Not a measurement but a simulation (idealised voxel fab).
voxel wiring stack: a process module
Cross-section cut spans 265 nm and uses square cells 5 nm in size.
For the purposes of this document, a cross-section shall be understood as a grid of square cells, specified as bands listed in top-to-bottom order, each band consisting of one or more rows of cells. It is stipulated that each band's entry specify, in nanometres, the height of the top of the band and then that of its bottom, followed by the materials of the band in left-to-right sequence, each together with its width in nanometres. A single material marked by the word "full width" is understood to fill the band from edge to edge; the word "empty" is understood to denote empty space. For the purposes of this specification, 0 denotes the height below which the wafer in its as-received condition is composed wholly of one material, and the lowermost band, lacking a lower limit, extends downward without end, as expressed in "z 0 and below". The notation "30..40" denotes a width that varies across the rows of cells in the band, beginning at the first number in the top row, finishing at the second number in the bottom row, and changing by an identical amount from each row to the next. The designation "no modification", where it is given for a processing step, indicates that no cell of the cross-section was altered in the course of that step. The entry "Non-vented voids" lists the empty spaces that cover at least 8 cells and have no open path to the top. Each is written as width x height at distance, where the distance is measured from the left edge and all three values are in nm. Text after the settings on a step's line: the simulator's own remark on that step. The "overlay nm" setting may appear on a step's line; for a step that uses a mask, it gives how far to the right of its planned position the mask lay, and a negative value indicates the left.
Planned step list for the process
| 1 | op RECEIVE | material Si |
| 2 | op CONFORMAL_DEP | material SiO2 | thk nm 15 |
| 3 | op DIRECTIONAL_DEP | material TiN | thk nm 5 |
| 4 | op DIRECTIONAL_DEP | material Ru | thk nm 25 |
| 5 | op MASKED_ETCH | tone cover | mask id METAL_1 | width nm 20 | pitch nm 35 | etch materials Ru | depth nm 25 | overlay nm 0 |
| 6 | op MASKED_ETCH | tone cover | mask id METAL_1 | width nm 20 | pitch nm 35 | etch materials TiN | depth nm 5 | overlay nm 0 |
| 7 | op CONFORMAL_DEP | material SiCN | thk nm 5 |
| 8 | op FILL_DEP | material lowk | thk nm 5 |
| 9 | op CMP | height nm 45 |
| 10 | op CONFORMAL_DEP | material SiCN | thk nm 5 |
| 11 | op DIRECTIONAL_DEP | material SiO2 | thk nm 30 |
| 12 | op MASKED_ETCH | tone open | mask id METAL_2 | width nm 20 | pitch nm 35 | etch materials SiO2 | depth nm 15 | overlay nm 0 |
| 13 | op DIRECTIONAL_DEP | material aC | thk nm 10 |
| 14 | op PATTERN | tone open | mask id METAL_2_HOLES | material resist | width nm 15 | pitch nm 70 | thk nm 25 | overlay nm 0 |
| 15 | op DIRECTIONAL_ETCH | etch materials aC | depth nm 10 |
| 16 | op STRIP | etch materials resist |
| 17 | op DIRECTIONAL_ETCH | etch materials SiO2 | depth nm 15 |
| 18 | op DIRECTIONAL_ETCH | etch materials SiCN | depth nm 5 |
| 19 | op STRIP | etch materials aC |
| 20 | op CONFORMAL_DEP | material TiN | thk nm 5 |
| 21 | op FILL_DEP | material Ru | thk nm 10 |
| 22 | op CMP | height nm 80 |
| 23 | op CONFORMAL_DEP | material SiCN | thk nm 5 |
| 24 | op DIRECTIONAL_DEP | material lowk | thk nm 15 |
| 25 | op MASKED_ETCH | tone open | mask id PLUG_2 | width nm 15 | pitch nm 35 | etch materials lowk | depth nm 15 | overlay nm 0 |
| 26 | op MASKED_ETCH | tone open | mask id PLUG_2 | width nm 15 | pitch nm 35 | etch materials SiCN | depth nm 5 | overlay nm 0 |
| 27 | op CONFORMAL_DEP | material TiN | thk nm 5 |
| 28 | op FILL_DEP | material Cu | thk nm 10 |
| 29 | op CMP | height nm 100 |
| 30 | op DIRECTIONAL_DEP | material TiN | thk nm 5 |
| 31 | op DIRECTIONAL_DEP | material W | thk nm 15 |
| 32 | op DIRECTIONAL_DEP | material aC | thk nm 15 |
| 33 | op PATTERN | tone cover | mask id METAL_3 | material resist | width nm 20 | pitch nm 35 | thk nm 35 | overlay nm 0 |
| 34 | op DIRECTIONAL_ETCH | etch materials aC | depth nm 15 |
| 35 | op STRIP | etch materials resist |
| 36 | op DIRECTIONAL_ETCH | etch materials W | depth nm 15 |
| 37 | op DIRECTIONAL_ETCH | etch materials TiN | depth nm 5 |
| 38 | op STRIP | etch materials aC |
| 39 | op CONFORMAL_DEP | material SiCN | thk nm 5 |
| 40 | op FILL_DEP | material SiO2 | thk nm 10 |
| 41 | op CMP | height nm 120 |
| 42 | op CONFORMAL_DEP | material SiN | thk nm 5 |
Wafer cross-section on receipt, i.e. after step 1
* z 0 and below = Si full width
* Non-vented voids: none
First of two wafers: cross-section at end of module, run per plan
* z 125 to 120 = SiN full width
* z 120 to 105 = 80 SiO2 | 5 SiCN | 20 W | 5 SiCN | 5 SiO2 | 5 SiCN | 20 W | 5 SiCN | 5 SiO2 | 5 SiCN | 20 W | 5 SiCN | 85 SiO2
* z 105 to 100 = 85 SiCN | 20 TiN | 15 SiCN | 20 TiN | 15 SiCN | 20 TiN | 90 SiCN
* z 100 to 85 = 85 lowk | 5 TiN | 5 Cu | 5 TiN | 20 lowk | 5 TiN | 5 Cu | 5 TiN | 20 lowk | 5 TiN | 5 Cu | 5 TiN | 95 lowk
* z 85 to 80 = 85 SiCN | 15 TiN | 20 SiCN | 15 TiN | 20 SiCN | 15 TiN | 95 SiCN
* z 80 to 70 = 85 SiO2 | 5 TiN | 10 Ru | 5 TiN | 15 SiO2 | 5 TiN | 10 Ru | 5 TiN | 15 SiO2 | 5 TiN | 10 Ru | 5 TiN | 90 SiO2
* z 70 to 65 = 85 SiO2 | 5 TiN | 5 Ru | 10 TiN | 15 SiO2 | 20 TiN | 15 SiO2 | 5 TiN | 5 Ru | 10 TiN | 90 SiO2
* z 65 to 50 = 85 SiO2 | 5 TiN | 5 Ru | 5 TiN | 55 SiO2 | 5 TiN | 5 Ru | 5 TiN | 95 SiO2
* z 50 to 45 = 85 SiCN | 15 TiN | 55 SiCN | 15 TiN | 95 SiCN
* z 45 to 20 = 80 lowk | 5 SiCN | 20 Ru | 5 SiCN | 5 lowk | 5 SiCN | 20 Ru | 5 SiCN | 5 lowk | 5 SiCN | 20 Ru | 5 SiCN | 85 lowk
* z 20 to 15 = 85 SiCN | 20 TiN | 15 SiCN | 20 TiN | 15 SiCN | 20 TiN | 90 SiCN
* z 15 to 0 = SiO2 full width
* z 0 and below = Si full width
* Non-vented voids: none
Presented here is a cross-section of the second of the two wafers as it stood at the end of the module. It was started in the same manner and assigned the same plan as the first wafer; however, one mistake was made in its execution
* z 125 to 120 = SiN full width
* z 120 to 115 = 85 SiCN | 20 TiN | 15 SiCN | 20 TiN | 15 SiCN | 20 TiN | 90 SiCN
* z 115 to 105 = Cu full width
* z 105 to 100 = 90 TiN | 5 Cu | 30 TiN | 5 Cu | 30 TiN | 5 Cu | 100 TiN
* z 100 to 85 = 85 lowk | 5 TiN | 5 Cu | 5 TiN | 20 lowk | 5 TiN | 5 Cu | 5 TiN | 20 lowk | 5 TiN | 5 Cu | 5 TiN | 95 lowk
* z 85 to 80 = 85 SiCN | 15 TiN | 20 SiCN | 15 TiN | 20 SiCN | 15 TiN | 95 SiCN
* z 80 to 70 = 85 SiO2 | 5 TiN | 10 Ru | 5 TiN | 15 SiO2 | 5 TiN | 10 Ru | 5 TiN | 15 SiO2 | 5 TiN | 10 Ru | 5 TiN | 90 SiO2
* z 70 to 65 = 85 SiO2 | 5 TiN | 5 Ru | 10 TiN | 15 SiO2 | 20 TiN | 15 SiO2 | 5 TiN | 5 Ru | 10 TiN | 90 SiO2
* z 65 to 50 = 85 SiO2 | 5 TiN | 5 Ru | 5 TiN | 55 SiO2 | 5 TiN | 5 Ru | 5 TiN | 95 SiO2
* z 50 to 45 = 85 SiCN | 15 TiN | 55 SiCN | 15 TiN | 95 SiCN
* z 45 to 20 = 80 lowk | 5 SiCN | 20 Ru | 5 SiCN | 5 lowk | 5 SiCN | 20 Ru | 5 SiCN | 5 lowk | 5 SiCN | 20 Ru | 5 SiCN | 85 lowk
* z 20 to 15 = 85 SiCN | 20 TiN | 15 SiCN | 20 TiN | 15 SiCN | 20 TiN | 90 SiCN
* z 15 to 0 = SiO2 full width
* z 0 and below = Si full width
* Non-vented voids: none
It is concluded that the wafer was processed incorrectly with respect to the plan, in that no execution of plan step 29; skipped
The second wafer ends with more or fewer cells of some materials than the first, per final count: +109 Cu; -18 SiCN; -105 SiO2; +50 TiN; -36 W
